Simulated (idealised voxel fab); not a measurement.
Module name: voxel wiring stack (process module)
The cross-section on display is named cut; it measures 275 nm wide, and its cells are 5 nm squares.
Bands, listed from the top down, are how a cross-section gets written in this document; the cross-section itself is a grid of square cells, and a band is one or more rows of them.
In this notation a band is specified by the heights of its top and bottom, in that order and in nm, after which its materials appear from left to right, each paired with its width in nm. The word "full width" attached to a single material means that material fills the band from edge to edge; the word "blank" stands for empty space.
Heights from 0 (as-received wafer is one material below). Bottom band endless downward, as "z 0 and below".
Per-row width for "30..40": begins at first number (top row of band), ends at second number (bottom row), increment between rows held constant.
Reading "remained unchanged" for a step: not a cell of the cross-section changed in it.
The entry "Listed closed voids" lists the empty spaces that cover at least 8 cells and have no open path to the top. Each is written as width x height at distance, where the distance is measured from the left edge and all three values are in nm.
Text after the settings on a step's line: the simulator's own remark on that step.
Steps that use a mask can have "overlay nm" on their line. It says how far the mask sat to the right of where it was meant to be. Negative means to the left.
So here's the lineup of process steps we planned:
1) op RECEIVE | material Si
2) op CONFORMAL_DEP | material SiO2 | thk nm 15
3) op DIRECTIONAL_DEP | material TiN | thk nm 5
4) op DIRECTIONAL_DEP | material Ru | thk nm 25
5) op DIRECTIONAL_DEP | material aC | thk nm 15
6) op PATTERN | tone cover | mask id METAL_1 | material resist | width nm 20 | pitch nm 40 | thk nm 30 | overlay nm 0
7) op DIRECTIONAL_ETCH | etch materials aC | depth nm 15
8) op STRIP | etch materials resist
9) op DIRECTIONAL_ETCH | etch materials Ru | depth nm 25
10) op DIRECTIONAL_ETCH | etch materials TiN | depth nm 5
11) op STRIP | etch materials aC
12) op FILL_DEP | material SiO2 | thk nm 5
13) op CMP | height nm 45
14) op CONFORMAL_DEP | material SiCN | thk nm 5
15) op DIRECTIONAL_DEP | material lowk | thk nm 30
16) op PATTERN | tone open | mask id METAL_2_HOLES | material resist | width nm 15 | pitch nm 80 | thk nm 15 | overlay nm 0
17) op DIRECTIONAL_ETCH | etch materials lowk | depth nm 30
18) op STRIP | etch materials resist
19) op PATTERN | tone open | mask id METAL_2 | material resist | width nm 20 | pitch nm 40 | thk nm 15 | overlay nm 0
20) op DIRECTIONAL_ETCH | etch materials lowk | depth nm 20
21) op DIRECTIONAL_ETCH | etch materials SiCN | depth nm 5
22) op STRIP | etch materials resist
23) op CONFORMAL_DEP | material TiN | thk nm 5
24) op FILL_DEP | material Ru | thk nm 5
25) op CMP | height nm 80
26) op CONFORMAL_DEP | material SiCN | thk nm 5
27) op DIRECTIONAL_DEP | material SiO2 | thk nm 35
28) op DIRECTIONAL_DEP | material aC | thk nm 10
29) op PATTERN | tone open | mask id METAL_3 | material resist | width nm 20 | pitch nm 40 | thk nm 30 | overlay nm 0
30) op DIRECTIONAL_ETCH | etch materials aC | depth nm 10
31) op STRIP | etch materials resist
32) op DIRECTIONAL_ETCH | etch materials SiO2 | depth nm 20
33) op STRIP | etch materials aC
34) op MASKED_ETCH | tone open | mask id METAL_3_HOLES | width nm 15 | pitch nm 80 | etch materials SiO2 | depth nm 15 | overlay nm 0
35) op MASKED_ETCH | tone open | mask id METAL_3_HOLES | width nm 15 | pitch nm 80 | etch materials SiCN | depth nm 5 | overlay nm 0
36) op CONFORMAL_DEP | material TiN | thk nm 5
37) op FILL_DEP | material Cu | thk nm 10
38) op CMP | height nm 120
39) op CONFORMAL_DEP | material SiN | thk nm 5
The wafers are alike at the start. At step 16, their width nm differs. The plan lists the first wafer's value.
As received, i.e. after step 1: cross-section through the first of several wafers:
* z 0 and below: Si full width
* Listed closed voids: none
First wafer at the end, after step 39:
* z 125 to 120: SiN full width
* z 120 to 105: SiO2 (65)  TiN (5)  Cu (10)  TiN (5)  SiO2 (20)  TiN (5)  Cu (10)  TiN (5)  SiO2 (20)  TiN (5)  Cu (10)  TiN (5)  SiO2 (20)  TiN (5)  Cu (10)  TiN (5)  SiO2 (70)
* z 105 to 100: SiO2 (65)  TiN (5)  Cu (5)  TiN (10)  SiO2 (20)  TiN (20)  SiO2 (20)  TiN (5)  Cu (5)  TiN (10)  SiO2 (20)  TiN (20)  SiO2 (70)
* z 100 to 85: SiO2 (65)  TiN (5)  Cu (5)  TiN (5)  SiO2 (65)  TiN (5)  Cu (5)  TiN (5)  SiO2 (115)
* z 85 to 80: SiCN (65)  TiN (15)  SiCN (65)  TiN (15)  SiCN (115)
* z 80 to 65: lowk (65)  TiN (5)  Ru (10)  TiN (5)  lowk (20)  TiN (5)  Ru (10)  TiN (5)  lowk (20)  TiN (5)  Ru (10)  TiN (5)  lowk (20)  TiN (5)  Ru (10)  TiN (5)  lowk (70)
* z 65 to 60: lowk (65)  TiN (5)  Ru (5)  TiN (10)  lowk (20)  TiN (20)  lowk (20)  TiN (5)  Ru (5)  TiN (10)  lowk (20)  TiN (20)  lowk (70)
* z 60 to 50: lowk (65)  TiN (5)  Ru (5)  TiN (5)  lowk (65)  TiN (5)  Ru (5)  TiN (5)  lowk (115)
* z 50 to 45: SiCN (65)  TiN (15)  SiCN (65)  TiN (15)  SiCN (115)
* z 45 to 20: SiO2 (65)  Ru (20)  SiO2 (20)  Ru (20)  SiO2 (20)  Ru (20)  SiO2 (20)  Ru (20)  SiO2 (70)
* z 20 to 15: SiO2 (65)  TiN (20)  SiO2 (20)  TiN (20)  SiO2 (20)  TiN (20)  SiO2 (20)  TiN (20)  SiO2 (70)
* z 15 to 0: SiO2 full width
* z 0 and below: Si full width
* Listed closed voids: none
Last wafer, end of module, cross-section:
* z 125 to 120: SiN full width
* z 120 to 105: SiO2 (65)  TiN (5)  Cu (10)  TiN (5)  SiO2 (20)  TiN (5)  Cu (10)  TiN (5)  SiO2 (20)  TiN (5)  Cu (10)  TiN (5)  SiO2 (20)  TiN (5)  Cu (10)  TiN (5)  SiO2 (70)
* z 105 to 100: SiO2 (65)  TiN (5)  Cu (5)  TiN (10)  SiO2 (20)  TiN (20)  SiO2 (20)  TiN (5)  Cu (5)  TiN (10)  SiO2 (20)  TiN (20)  SiO2 (70)
* z 100 to 85: SiO2 (65)  TiN (5)  Cu (5)  TiN (5)  SiO2 (65)  TiN (5)  Cu (5)  TiN (5)  SiO2 (115)
* z 85 to 80: SiCN (65)  TiN (15)  SiCN (65)  TiN (15)  SiCN (115)
* z 80 to 65: lowk (60)  TiN (5)  Ru (20)  TiN (5)  lowk (15)  TiN (5)  Ru (10)  TiN (5)  lowk (15)  TiN (5)  Ru (20)  TiN (5)  lowk (15)  TiN (5)  Ru (10)  TiN (5)  lowk (70)
* z 65 to 60: lowk (60)  TiN (5)  Ru (20)  TiN (5)  lowk (15)  TiN (20)  lowk (15)  TiN (5)  Ru (20)  TiN (5)  lowk (15)  TiN (20)  lowk (70)
* z 60 to 50: lowk (60)  TiN (5..10)  Ru (20..10)  TiN (5..10)  lowk (50)  TiN (5..10)  Ru (20..10)  TiN (5..10)  lowk (105)
* z 50 to 45: SiCN (65)  TiN (20)  SiCN (60)  TiN (20)  SiCN (110)
* z 45 to 20: SiO2 (65)  Ru (20)  SiO2 (20)  Ru (20)  SiO2 (20)  Ru (20)  SiO2 (20)  Ru (20)  SiO2 (70)
* z 20 to 15: SiO2 (65)  TiN (20)  SiO2 (20)  TiN (20)  SiO2 (20)  TiN (20)  SiO2 (20)  TiN (20)  SiO2 (70)
* z 15 to 0: SiO2 full width
* z 0 and below: Si full width
* Listed closed voids: none
Per wafer (row), end of module: delta in cells per material since receipt, (+) for gained, (-) for lost; closed voids after that:
width nm 15; +32 Cu; +110 Ru; +98 SiCN; +55 SiN; +702 SiO2; +124 TiN; +254 lowk; Listed closed voids: none
width nm 20; +32 Cu; +116 Ru; +96 SiCN; +55 SiN; +702 SiO2; +124 TiN; +250 lowk; Listed closed voids: none
width nm 25; +32 Cu; +126 Ru; +96 SiCN; +55 SiN; +702 SiO2; +126 TiN; +238 lowk; Listed closed voids: none
width nm 30; +32 Cu; +136 Ru; +96 SiCN; +55 SiN; +702 SiO2; +128 TiN; +226 lowk; Listed closed voids: none
